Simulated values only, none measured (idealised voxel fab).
You're looking at the process module voxel self aligned contacts.
145 nm wide, 5 nm square cells: that's cross-section cut.
A cross-section in this document is a grid of square cells, and it is written down as bands, the top band listed before the ones below it; a band is made up of one or more rows of cells.
Heads up on the band format: heights come first, top then bottom, in nm. After that it's the materials left to right, each with its width in nm. A single material flagged "edge to edge" fills the whole band edge to edge, and "blank" means there's empty space there.
Heights are expressed relative to 0, this being the level below which the as-received wafer comprises one material exclusively. The lowest band is unbounded in the downward direction and is denoted as in "z 0 and below".
It should be noted that a width expressed as "30..40" varies in equal increments from row to row of cells within the band, taking the value of the first number at the top row and that of the second number at the bottom row.
Basically "all unchanged" means that step didn't change any cell in the cross-section.
Closed-off voids of 8+ cells (no open route to the top) go in "Voids, sealed", written width x height at distance from the left edge, in nm.
after a step's settings: what the simulator itself notes on the step
What "overlay nm" on a step's line means: if the step has a mask, that mask lay this far to the right of its planned place, or, when the value is negative, to the left.
PLANNED STEP LIST FOR THE PROCESS
1. RECEIVE, material Si
2. CONFORMAL_DEP, material SiO2, thk nm 5
3. DIRECTIONAL_DEP, material polySi, thk nm 30
4. DIRECTIONAL_DEP, material SiN, thk nm 20
5. MASKED_ETCH, tone cover, mask id GATE, width nm 25, pitch nm 60, etch materials SiN, depth nm 20, overlay nm 0
6. MASKED_ETCH, tone cover, mask id GATE, width nm 25, pitch nm 60, etch materials polySi, depth nm 30, overlay nm 0
7. CONFORMAL_DEP, material SiN, thk nm 5
8. DIRECTIONAL_ETCH, etch materials SiN, depth nm 5
9. FILL_DEP, material SiO2, thk nm 20
10. CMP, height nm 65
11. DIRECTIONAL_DEP, material aC, thk nm 15
12. PATTERN, tone open, mask id CONTACT, material resist, width nm 45, thk nm 30, overlay nm 0
13. DIRECTIONAL_ETCH, etch materials aC, depth nm 15
14. STRIP, etch materials resist
15. DIRECTIONAL_ETCH, etch materials SiO2, depth nm 65
16. STRIP, etch materials aC
17. CONFORMAL_DEP, material TiN, thk nm 5
18. FILL_DEP, material Ru, thk nm 5
19. CMP, height nm 65
20. CONFORMAL_DEP, material SiN, thk nm 5
BELOW: THE FIRST OF TWO WAFERS, RUN AS PLANNED
RECEIVED-STATE CROSS-SECTION, REFLECTING COMPLETION OF STEP 1
  z 0 and below = Si edge to edge
  Voids, sealed: none
ONCE STEP 2 IS THROUGH, THE WAFER LOOKS LIKE THIS IN CROSS-SECTION
  z 5 to 0 = SiO2 edge to edge
  No changes below 0.
ONCE STEP 3 IS THROUGH, THE WAFER LOOKS LIKE THIS IN CROSS-SECTION
  z 35 to 5 = polySi edge to edge
  No changes below 5.
ONCE STEP 4 IS THROUGH, THE WAFER LOOKS LIKE THIS IN CROSS-SECTION
  z 55 to 35 = SiN edge to edge
  No changes below 35.
ONCE STEP 5 IS THROUGH, THE WAFER LOOKS LIKE THIS IN CROSS-SECTION
  z 55 to 35 = 30 nm blank | 25 nm SiN | 35 nm blank | 25 nm SiN | 30 nm blank
  No changes below 35.
ONCE STEP 6 IS THROUGH, THE WAFER LOOKS LIKE THIS IN CROSS-SECTION
  z 55 to 35 = 30 nm blank | 25 nm SiN | 35 nm blank | 25 nm SiN | 30 nm blank
  z 35 to 5 = 30 nm blank | 25 nm polySi | 35 nm blank | 25 nm polySi | 30 nm blank
  No changes below 5.
ONCE STEP 7 IS THROUGH, THE WAFER LOOKS LIKE THIS IN CROSS-SECTION
  z 60 to 35 = 25 nm blank | 35 nm SiN | 25 nm blank | 35 nm SiN | 25 nm blank
  z 35 to 10 = 25 nm blank | 5 nm SiN | 25 nm polySi | 5 nm SiN | 25 nm blank | 5 nm SiN | 25 nm polySi | 5 nm SiN | 25 nm blank
  z 10 to 5 = 30 nm SiN | 25 nm polySi | 35 nm SiN | 25 nm polySi | 30 nm SiN
  No changes below 5.
ONCE STEP 8 IS THROUGH, THE WAFER LOOKS LIKE THIS IN CROSS-SECTION
  z 55 to 35 = 25 nm blank | 35 nm SiN | 25 nm blank | 35 nm SiN | 25 nm blank
  z 35 to 5 = 25 nm blank | 5 nm SiN | 25 nm polySi | 5 nm SiN | 25 nm blank | 5 nm SiN | 25 nm polySi | 5 nm SiN | 25 nm blank
  No changes below 5.
ONCE STEP 9 IS THROUGH, THE WAFER LOOKS LIKE THIS IN CROSS-SECTION
  z 75 to 55 = SiO2 edge to edge
  z 55 to 35 = 25 nm SiO2 | 35 nm SiN | 25 nm SiO2 | 35 nm SiN | 25 nm SiO2
  z 35 to 5 = 25 nm SiO2 | 5 nm SiN | 25 nm polySi | 5 nm SiN | 25 nm SiO2 | 5 nm SiN | 25 nm polySi | 5 nm SiN | 25 nm SiO2
  No changes below 5.
ONCE STEP 10 IS THROUGH, THE WAFER LOOKS LIKE THIS IN CROSS-SECTION
  z 65 to 55 = SiO2 edge to edge
  No changes below 55.
ONCE STEP 11 IS THROUGH, THE WAFER LOOKS LIKE THIS IN CROSS-SECTION
  z 80 to 65 = aC edge to edge
  No changes below 65.
ONCE STEP 12 IS THROUGH, THE WAFER LOOKS LIKE THIS IN CROSS-SECTION
  z 110 to 80 = 50 nm resist | 45 nm blank | 50 nm resist
  No changes below 80.
ONCE STEP 13 IS THROUGH, THE WAFER LOOKS LIKE THIS IN CROSS-SECTION
  z 95 to 80 = 50 nm resist | 45 nm blank | 50 nm resist
  z 80 to 65 = 50 nm aC | 45 nm blank | 50 nm aC
  No changes below 65.
ONCE STEP 14 IS THROUGH, THE WAFER LOOKS LIKE THIS IN CROSS-SECTION
  z 80 to 65 = 50 nm aC | 45 nm blank | 50 nm aC
  No changes below 65.
ONCE STEP 15 IS THROUGH, THE WAFER LOOKS LIKE THIS IN CROSS-SECTION
  z 80 to 65 = 50 nm aC | 45 nm blank | 50 nm aC
  z 65 to 55 = 50 nm SiO2 | 45 nm blank | 50 nm SiO2
  z 55 to 35 = 25 nm SiO2 | 35 nm SiN | 25 nm blank | 35 nm SiN | 25 nm SiO2
  z 35 to 5 = 25 nm SiO2 | 5 nm SiN | 25 nm polySi | 5 nm SiN | 25 nm blank | 5 nm SiN | 25 nm polySi | 5 nm SiN | 25 nm SiO2
  z 5 to 0 = 60 nm SiO2 | 25 nm blank | 60 nm SiO2
  No changes below 0.
ONCE STEP 16 IS THROUGH, THE WAFER LOOKS LIKE THIS IN CROSS-SECTION
  z 65 to 55 = 50 nm SiO2 | 45 nm blank | 50 nm SiO2
  No changes below 55.
ONCE STEP 17 IS THROUGH, THE WAFER LOOKS LIKE THIS IN CROSS-SECTION
  z 70 to 65 = 55 nm TiN | 35 nm blank | 55 nm TiN
  z 65 to 55 = 50 nm SiO2 | 5..15 nm TiN | 35..15 nm blank | 5..15 nm TiN | 50 nm SiO2
  z 55 to 35 = 25 nm SiO2 | 35 nm SiN | 5 nm TiN | 15 nm blank | 5 nm TiN | 35 nm SiN | 25 nm SiO2
  z 35 to 5 = 25 nm SiO2 | 5 nm SiN | 25 nm polySi | 5 nm SiN | 5 nm TiN | 15 nm blank | 5 nm TiN | 5 nm SiN | 25 nm polySi | 5 nm SiN | 25 nm SiO2
  z 5 to 0 = 60 nm SiO2 | 25 nm TiN | 60 nm SiO2
  No changes below 0.
ONCE STEP 18 IS THROUGH, THE WAFER LOOKS LIKE THIS IN CROSS-SECTION
  z 75 to 70 = Ru edge to edge
  z 70 to 65 = 55 nm TiN | 35 nm Ru | 55 nm TiN
  z 65 to 55 = 50 nm SiO2 | 5..15 nm TiN | 35..15 nm Ru | 5..15 nm TiN | 50 nm SiO2
  z 55 to 35 = 25 nm SiO2 | 35 nm SiN | 5 nm TiN | 15 nm Ru | 5 nm TiN | 35 nm SiN | 25 nm SiO2
  z 35 to 5 = 25 nm SiO2 | 5 nm SiN | 25 nm polySi | 5 nm SiN | 5 nm TiN | 15 nm Ru | 5 nm TiN | 5 nm SiN | 25 nm polySi | 5 nm SiN | 25 nm SiO2
  No changes below 5.
ONCE STEP 19 IS THROUGH, THE WAFER LOOKS LIKE THIS IN CROSS-SECTION
  z 65 to 55 = 50 nm SiO2 | 5..15 nm TiN | 35..15 nm Ru | 5..15 nm TiN | 50 nm SiO2
  No changes below 55.
ONCE STEP 20 IS THROUGH, THE WAFER LOOKS LIKE THIS IN CROSS-SECTION
  z 70 to 65 = SiN edge to edge
  No changes below 65.
NOW THE OTHER WAFER: SAME START, SAME RECIPE, BUT WE MESSED UP ONE THING WHEN RUNNING IT. UP TO AND INCLUDING STEP 4 IT'S THE SAME AS THE FIRST ONE
WHEN STEP 5 SHOULD HAVE ENDED
  z 55 to 35 = 35 nm blank | 20 nm SiN | 40 nm blank | 20 nm SiN | 30 nm blank
  No changes below 35.
WHEN STEP 6 SHOULD HAVE ENDED
  z 55 to 35 = 35 nm blank | 20 nm SiN | 40 nm blank | 20 nm SiN | 30 nm blank
  z 35 to 5 = 30 nm blank | 25 nm polySi | 35 nm blank | 25 nm polySi | 30 nm blank
  No changes below 5.
WHEN STEP 7 SHOULD HAVE ENDED
  z 60 to 40 = 30 nm blank | 30 nm SiN | 30 nm blank | 30 nm SiN | 25 nm blank
  z 40 to 35 = 25 nm blank | 35 nm SiN | 25 nm blank | 35 nm SiN | 25 nm blank
  z 35 to 10 = 25 nm blank | 5 nm SiN | 25 nm polySi | 5 nm SiN | 25 nm blank | 5 nm SiN | 25 nm polySi | 5 nm SiN | 25 nm blank
  z 10 to 5 = 30 nm SiN | 25 nm polySi | 35 nm SiN | 25 nm polySi | 30 nm SiN
  No changes below 5.
WHEN STEP 8 SHOULD HAVE ENDED
  z 55 to 35 = 30 nm blank | 30 nm SiN | 30 nm blank | 30 nm SiN | 25 nm blank
  z 35 to 5 = 25 nm blank | 5 nm SiN | 25 nm polySi | 5 nm SiN | 25 nm blank | 5 nm SiN | 25 nm polySi | 5 nm SiN | 25 nm blank
  No changes below 5.
WHEN STEP 9 SHOULD HAVE ENDED
  z 75 to 55 = SiO2 edge to edge
  z 55 to 35 = 30 nm SiO2 | 30 nm SiN | 30 nm SiO2 | 30 nm SiN | 25 nm SiO2
  z 35 to 5 = 25 nm SiO2 | 5 nm SiN | 25 nm polySi | 5 nm SiN | 25 nm SiO2 | 5 nm SiN | 25 nm polySi | 5 nm SiN | 25 nm SiO2
  No changes below 5.
WHEN STEP 10 SHOULD HAVE ENDED
  z 65 to 55 = SiO2 edge to edge
  No changes below 55.
WHEN STEP 11 SHOULD HAVE ENDED
  z 80 to 65 = aC edge to edge
  No changes below 65.
WHEN STEP 12 SHOULD HAVE ENDED
  z 110 to 80 = 50 nm resist | 45 nm blank | 50 nm resist
  No changes below 80.
WHEN STEP 13 SHOULD HAVE ENDED
  z 95 to 80 = 50 nm resist | 45 nm blank | 50 nm resist
  z 80 to 65 = 50 nm aC | 45 nm blank | 50 nm aC
  No changes below 65.
WHEN STEP 14 SHOULD HAVE ENDED
  z 80 to 65 = 50 nm aC | 45 nm blank | 50 nm aC
  No changes below 65.
WHEN STEP 15 SHOULD HAVE ENDED
  z 80 to 65 = 50 nm aC | 45 nm blank | 50 nm aC
  z 65 to 55 = 50 nm SiO2 | 45 nm blank | 50 nm SiO2
  z 55 to 35 = 30 nm SiO2 | 30 nm SiN | 30 nm blank | 30 nm SiN | 25 nm SiO2
  z 35 to 5 = 25 nm SiO2 | 5 nm SiN | 25 nm polySi | 5 nm SiN | 25 nm blank | 5 nm SiN | 25 nm polySi | 5 nm SiN | 25 nm SiO2
  z 5 to 0 = 60 nm SiO2 | 25 nm blank | 60 nm SiO2
  No changes below 0.
WHEN STEP 16 SHOULD HAVE ENDED
  z 65 to 55 = 50 nm SiO2 | 45 nm blank | 50 nm SiO2
  No changes below 55.
WHEN STEP 17 SHOULD HAVE ENDED
  z 70 to 65 = 55 nm TiN | 35 nm blank | 55 nm TiN
  z 65 to 55 = 50 nm SiO2 | 5..15 nm TiN | 35..20 nm blank | 5..10 nm TiN | 50 nm SiO2
  z 55 to 40 = 30 nm SiO2 | 30 nm SiN | 5 nm TiN | 20 nm blank | 5 nm TiN | 30 nm SiN | 25 nm SiO2
  z 40 to 35 = 30 nm SiO2 | 30 nm SiN | 5 nm TiN | 15 nm blank | 10 nm TiN | 30 nm SiN | 25 nm SiO2
  z 35 to 5 = 25 nm SiO2 | 5 nm SiN | 25 nm polySi | 5 nm SiN | 5 nm TiN | 15 nm blank | 5 nm TiN | 5 nm SiN | 25 nm polySi | 5 nm SiN | 25 nm SiO2
  z 5 to 0 = 60 nm SiO2 | 25 nm TiN | 60 nm SiO2
  No changes below 0.
WHEN STEP 18 SHOULD HAVE ENDED
  z 75 to 70 = Ru edge to edge
  z 70 to 65 = 55 nm TiN | 35 nm Ru | 55 nm TiN
  z 65 to 55 = 50 nm SiO2 | 5..15 nm TiN | 35..20 nm Ru | 5..10 nm TiN | 50 nm SiO2
  z 55 to 40 = 30 nm SiO2 | 30 nm SiN | 5 nm TiN | 20 nm Ru | 5 nm TiN | 30 nm SiN | 25 nm SiO2
  z 40 to 35 = 30 nm SiO2 | 30 nm SiN | 5 nm TiN | 15 nm Ru | 10 nm TiN | 30 nm SiN | 25 nm SiO2
  z 35 to 5 = 25 nm SiO2 | 5 nm SiN | 25 nm polySi | 5 nm SiN | 5 nm TiN | 15 nm Ru | 5 nm TiN | 5 nm SiN | 25 nm polySi | 5 nm SiN | 25 nm SiO2
  No changes below 5.
WHEN STEP 19 SHOULD HAVE ENDED
  z 65 to 55 = 50 nm SiO2 | 5..15 nm TiN | 35..20 nm Ru | 5..10 nm TiN | 50 nm SiO2
  No changes below 55.
WHEN STEP 20 SHOULD HAVE ENDED
  z 70 to 65 = SiN edge to edge
  No changes below 65.
Processing error: it should be noted that step 5 was executed with settings other than those planned, the operation and settings actually applied being MASKED_ETCH, tone cover, mask id GATE, width nm 20, pitch nm 60, etch materials SiN, depth nm 20, overlay nm 0
Wrapping up, a cell-based count of both wafers puts the second over or under the first for these materials: Ru +4, SiN -8, SiO2 +4
